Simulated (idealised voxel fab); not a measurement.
process module | voxel ribs on slabs
cross-section cut | 295 nm wide | cells 5 nm
A cross-section is a grid of square cells, given in bands from the top down. A band is one or more rows of cells.
Each band's line starts with the height of the band's top and of its bottom, in nm. Then come its materials from left to right, each with its width in nm. One material with "throughout" fills the band from edge to edge. "air" is empty space.
Height 0 is the level under which the wafer as received is all one material. The lowest band goes on downwards, as in "0 down".
A width such as "30 to 40" changes by the same amount from each row of cells to the next, from the band's top row to its bottom row.
"no change" after a step means that no cell of the cross-section changed.
closed voids: empty space of 8 cells or more with no open way to the top, each as width x height at its distance from the left edge, in nm
after a step's settings: what the simulator itself notes on the step
overlay nm, on a step with a mask: how far to the right of its planned place the mask lay; to the left if negative
plan
1 op RECEIVE | material Si
2 op DIRECTIONAL_DEP | material SiO2 | thk nm 20
3 op DIRECTIONAL_DEP | material polySi | thk nm 25
4 op DIRECTIONAL_DEP | material aC | thk nm 10
5 op PATTERN | tone cover | mask id RIB | material resist | width nm 15 | thk nm 30 | overlay nm 0
6 op DIRECTIONAL_ETCH | etch materials aC | depth nm 10
7 op STRIP | etch materials resist
8 op DIRECTIONAL_ETCH | etch materials polySi | depth nm 15
9 op STRIP | etch materials aC
10 op DIRECTIONAL_DEP | material aC | thk nm 15
11 op PATTERN | tone cover | mask id SLAB | material resist | width nm 55 | thk nm 35 | overlay nm 0
12 op DIRECTIONAL_ETCH | etch materials aC | depth nm 15
13 op STRIP | etch materials resist
14 op DIRECTIONAL_ETCH | etch materials polySi | depth nm 10
15 op STRIP | etch materials aC
16 op FILL_DEP | material SiO2 | thk nm 15
17 op CMP | height nm 55
18 op DIRECTIONAL_DEP | material TiN | thk nm 10
19 op PATTERN | tone cover | mask id HEATER | material resist | width nm 25 | thk nm 20 | overlay nm 0
20 op DIRECTIONAL_ETCH | etch materials TiN | depth nm 10
21 op STRIP | etch materials resist
22 op CONFORMAL_DEP | material SiO2 | thk nm 5
as received, after step 1
  0 down: Si throughout
  closed voids: none
first wafer at the end, as planned
  70 to 65: air 130 | SiO2 35 | air 130
  65 to 60: air 130 | SiO2 5 | TiN 25 | SiO2 5 | air 130
  60 to 55: SiO2 135 | TiN 25 | SiO2 135
  55 to 45: SiO2 throughout
  45 to 30: SiO2 140 | polySi 15 | SiO2 140
  30 to 20: SiO2 120 | polySi 55 | SiO2 120
  20 to 0: SiO2 throughout
  0 down: Si throughout
  closed voids: none
second wafer at the end: like start, like plan, one mistake
  70 to 65: air 130 | SiO2 35 | air 130
  65 to 60: air 130 | SiO2 5 | TiN 25 | SiO2 5 | air 130
  60 to 55: SiO2 135 | TiN 25 | SiO2 135
  55 to 0: SiO2 throughout
  0 down: Si throughout
  closed voids: none
what went wrong: step 3 ran as: op DIRECTIONAL_DEP | material SiO2 | thk nm 25
at the end the second wafer has, in cells: 31 more of SiO2 | 31 fewer of polySi
